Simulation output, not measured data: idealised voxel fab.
voxel air gaps: a process module
Cross-section cut spans 300 nm and uses square cells 5 nm in size.
Each cross-section below is a grid of square cells, stated as bands in top-down order, with one or more rows of cells making up each band.
It is stipulated that each band's entry specify, in nanometres, the height of the top of the band and then that of its bottom, followed by the materials of the band in left-to-right sequence, each together with its width in nanometres. A single material marked by the word "everywhere" is understood to fill the band from edge to edge; the word "air" is understood to denote empty space.
A quick word on heights: they are counted from 0, and under that level the wafer as it came to us is one material throughout. The lowest band is different from the rest in having no bottom; it simply continues downward, written as in "from 0 down".
The notation "30..40" denotes a width that varies across the rows of cells in the band, beginning at the first number in the top row, finishing at the second number in the bottom row, and changing by an identical amount from each row to the next.
You'll sometimes find "remained the same" written for a step, and that's the way of saying that nowhere in the cross-section did a cell change during that step.
Empty spaces without an open route to the top, at least 8 cells in extent, make up the entry "Enclosed void listing"; each is given as width x height at distance, where the distance is measured from the left edge, and all are in nm.
Post-settings text on a step line: simulator's own remark regarding the step.
You can add "overlay nm" to a step's line. For a step with a mask, it describes how far the mask lay to the right of its planned position, and a negative number describes a lay to the left.
THE STEPS PLANNED FOR THE PROCESS ARE AS FOLLOWS
| 1 | op RECEIVE | material Si |
| 2 | op CONFORMAL_DEP | material SiO2 | thk nm 10 |
| 3 | op CONFORMAL_DEP | material SiN | thk nm 5 |
| 4 | op DIRECTIONAL_DEP | material SiO2 | thk nm 35 |
| 5 | op MASKED_ETCH | tone open | mask id LINES | width nm 15 | pitch nm 40 | etch materials SiO2 | depth nm 35 | overlay nm 0 |
| 6 | op CONFORMAL_DEP | material TiN | thk nm 5 |
| 7 | op FILL_DEP | material W | thk nm 10 |
| 8 | op CMP | height nm 50 |
| 9 | op EPI | material Ru | thk nm 10 |
| 10 | op SELECTIVE_ETCH | etch materials SiO2 | depth nm 45 |
| 11 | op CONFORMAL_DEP | material SiCN | thk nm 5 |
WHAT FOLLOWS COVERS THE FIRST OF TWO WAFERS; IT RAN AS PLANNED
DELIVERED WAFER IN CROSS-SECTION: STATE AFTER STEP 1
> from 0 down | Si everywhere
> Enclosed void listing: none
ONCE STEP 2 IS THROUGH, THE WAFER LOOKS LIKE THIS IN CROSS-SECTION
> from 10 to 0 | SiO2 everywhere
> below 0: unchanged
ONCE STEP 3 IS THROUGH, THE WAFER LOOKS LIKE THIS IN CROSS-SECTION
> from 15 to 10 | SiN everywhere
> below 10: unchanged
ONCE STEP 4 IS THROUGH, THE WAFER LOOKS LIKE THIS IN CROSS-SECTION
> from 50 to 15 | SiO2 everywhere
> below 15: unchanged
ONCE STEP 5 IS THROUGH, THE WAFER LOOKS LIKE THIS IN CROSS-SECTION
> from 50 to 15 | SiO2 80, air 15, SiO2 25, air 15, SiO2 25, air 15, SiO2 25, air 15, SiO2 85
> below 15: unchanged
ONCE STEP 6 IS THROUGH, THE WAFER LOOKS LIKE THIS IN CROSS-SECTION
> from 55 to 50 | TiN 85, air 5, TiN 35, air 5, TiN 35, air 5, TiN 35, air 5, TiN 90
> from 50 to 20 | SiO2 80, TiN 5, air 5, TiN 5, SiO2 25, TiN 5, air 5, TiN 5, SiO2 25, TiN 5, air 5, TiN 5, SiO2 25, TiN 5, air 5, TiN 5, SiO2 85
> from 20 to 15 | SiO2 80, TiN 15, SiO2 25, TiN 15, SiO2 25, TiN 15, SiO2 25, TiN 15, SiO2 85
> below 15: unchanged
ONCE STEP 7 IS THROUGH, THE WAFER LOOKS LIKE THIS IN CROSS-SECTION
> from 65 to 55 | W everywhere
> from 55 to 50 | TiN 85, W 5, TiN 35, W 5, TiN 35, W 5, TiN 35, W 5, TiN 90
> from 50 to 20 | SiO2 80, TiN 5, W 5, TiN 5, SiO2 25, TiN 5, W 5, TiN 5, SiO2 25, TiN 5, W 5, TiN 5, SiO2 25, TiN 5, W 5, TiN 5, SiO2 85
> below 20: unchanged
ONCE STEP 8 IS THROUGH, THE WAFER LOOKS LIKE THIS IN CROSS-SECTION
> from 50 to 20 | SiO2 80, TiN 5, W 5, TiN 5, SiO2 25, TiN 5, W 5, TiN 5, SiO2 25, TiN 5, W 5, TiN 5, SiO2 25, TiN 5, W 5, TiN 5, SiO2 85
> below 20: unchanged
ONCE STEP 9 IS THROUGH, THE WAFER LOOKS LIKE THIS IN CROSS-SECTION
> from 60 to 50 | air 70, Ru 35, air 5, Ru 35, air 5, Ru 35, air 5, Ru 35, air 75
> below 50: unchanged
ONCE STEP 10 IS THROUGH, THE WAFER LOOKS LIKE THIS IN CROSS-SECTION
> from 60 to 50 | air 70, Ru 35, air 5, Ru 35, air 5, Ru 35, air 5, Ru 35, air 75
> from 50 to 20 | air 80, TiN 5, W 5, TiN 5, air 25, TiN 5, W 5, TiN 5, air 25, TiN 5, W 5, TiN 5, air 25, TiN 5, W 5, TiN 5, air 85
> from 20 to 15 | air 80, TiN 15, air 25, TiN 15, air 25, TiN 15, air 25, TiN 15, air 85
> below 15: unchanged
ONCE STEP 11 IS THROUGH, THE WAFER LOOKS LIKE THIS IN CROSS-SECTION
> from 65 to 60 | air 65, SiCN 165, air 70
> from 60 to 50 | air 65, SiCN 5, Ru 35, SiCN 5, Ru 35, SiCN 5, Ru 35, SiCN 5, Ru 35, SiCN 5, air 70
> from 50 to 45 | air 65, SiCN 15, TiN 5, W 5, TiN 5, SiCN 25, TiN 5, W 5, TiN 5, SiCN 25, TiN 5, W 5, TiN 5, SiCN 25, TiN 5, W 5, TiN 5, SiCN 15, air 70
> from 45 to 20 | air 75, SiCN 5, TiN 5, W 5, TiN 5, SiCN 5, air 15, SiCN 5, TiN 5, W 5, TiN 5, SiCN 5, air 15, SiCN 5, TiN 5, W 5, TiN 5, SiCN 5, air 15, SiCN 5, TiN 5, W 5, TiN 5, SiCN 5, air 80
> from 20 to 15 | SiCN 80, TiN 15, SiCN 25, TiN 15, SiCN 25, TiN 15, SiCN 25, TiN 15, SiCN 85
> below 15: unchanged
> Enclosed void listing: 15 x 25 at 100; 15 x 25 at 140; 15 x 25 at 180
THE SECOND WAFER: IDENTICAL TO THE FIRST AT THE OUTSET AND IN ITS PLANNED SEQUENCE, DIFFERING ONLY IN THAT ONE MISTAKE WAS MADE DURING PROCESSING; UP TO AND INCLUDING STEP 7, ITS PATH IS THE FIRST WAFER'S PATH
X-section, second wafer, when step 8 was due to finish: remained the same
X-SECTION, SECOND WAFER, WHEN STEP 9 WAS DUE TO FINISH
> from 75 to 65 | Ru everywhere
> below 65: unchanged
X-section, second wafer, when step 10 was due to finish: remained the same
X-SECTION, SECOND WAFER, WHEN STEP 11 WAS DUE TO FINISH
> from 80 to 75 | SiCN everywhere
> below 75: unchanged
Deviation from plan: step 8 was dropped from the plan's execution and never run
Final wafer comparison in cells, second versus first, more or fewer per material: +64 Ru, -92 SiCN, +336 SiO2, +56 TiN, +124 W
Note - end result: 3 closed voids (first wafer), 0 closed voids (second wafer).
